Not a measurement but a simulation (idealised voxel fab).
process module | voxel gate over fins
cross-section cut | 175 nm wide | cells 5 nm
A cross-section is a grid of square cells, given in bands from the top down. A band is one or more rows of cells.
Each band's line starts with the height of the band's top and of its bottom, in nm. Then come its materials from left to right, each with its width in nm. One material with "throughout" fills the band from edge to edge. "air" is empty space.
Height 0 is the level under which the wafer as received is all one material. The lowest band goes on downwards, as in "0 down".
A width such as "30 to 40" changes by the same amount from each row of cells to the next, from the band's top row to its bottom row.
"no change" after a step means that no cell of the cross-section changed.
closed voids: empty space of 8 cells or more with no open way to the top, each as width x height at its distance from the left edge, in nm
after a step's settings: what the simulator itself notes on the step
overlay nm, on a step with a mask: how far to the right of its planned place the mask lay; to the left if negative
plan
1 op RECEIVE | material Si
2 op CONFORMAL_DEP | material SiN | thk nm 5
3 op DIRECTIONAL_DEP | material aC | thk nm 10
4 op PATTERN | tone cover | mask id FINS | material resist | width nm 15 | pitch nm 40 | thk nm 25 | overlay nm 0
5 op DIRECTIONAL_ETCH | etch materials aC | depth nm 10
6 op STRIP | etch materials resist
7 op DIRECTIONAL_ETCH | etch materials SiN | depth nm 5
8 op DIRECTIONAL_ETCH | etch materials Si | depth nm 40
9 op STRIP | etch materials aC
10 op FILL_DEP | material SiO2 | thk nm 5
11 op CMP | height nm 5
12 op SELECTIVE_ETCH | etch materials SiO2 | depth nm 20
13 op STRIP | etch materials SiN
14 op CONFORMAL_DEP | material HfO2 | thk nm 5
15 op CONFORMAL_DEP | material TiN | thk nm 5
16 op FILL_DEP | material W | thk nm 15
17 op CMP | height nm 20
18 op CONFORMAL_DEP | material SiN | thk nm 5
as received, after step 1
  0 down: Si throughout
  closed voids: none
a wafer at the end: this start, this plan, one mistake
  25 to 20: SiN throughout
  20 to 10: W throughout
  10 to 5: W 10 | TiN 35 | W 5 | TiN 35 | W 5 | TiN 35 | W 5 | TiN 35 | W 10
  5 to 0: W 10 | TiN 5 | HfO2 25 | TiN 5 | W 5 | TiN 5 | HfO2 25 | TiN 5 | W 5 | TiN 5 | HfO2 25 | TiN 5 | W 5 | TiN 5 | HfO2 25 | TiN 5 | W 10
  0 to -25: W 10 | TiN 5 | HfO2 5 | Si 15 | HfO2 5 | TiN 5 | W 5 | TiN 5 | HfO2 5 | Si 15 | HfO2 5 | TiN 5 | W 5 | TiN 5 | HfO2 5 | Si 15 | HfO2 5 | TiN 5 | W 5 | TiN 5 | HfO2 5 | Si 15 | HfO2 5 | TiN 5 | W 10
  -25 to -30: TiN 15 | HfO2 5 | Si 15 | HfO2 5 | TiN 15 | HfO2 5 | Si 15 | HfO2 5 | TiN 15 | HfO2 5 | Si 15 | HfO2 5 | TiN 15 | HfO2 5 | Si 15 | HfO2 5 | TiN 15
  -30 to -35: HfO2 20 | Si 15 | HfO2 25 | Si 15 | HfO2 25 | Si 15 | HfO2 25 | Si 15 | HfO2 20
  -35 to -40: SiO2 20 | Si 15 | SiO2 25 | Si 15 | SiO2 25 | Si 15 | SiO2 25 | Si 15 | SiO2 20
  -40 down: Si throughout
  closed voids: none
what went wrong: step 12 was run twice
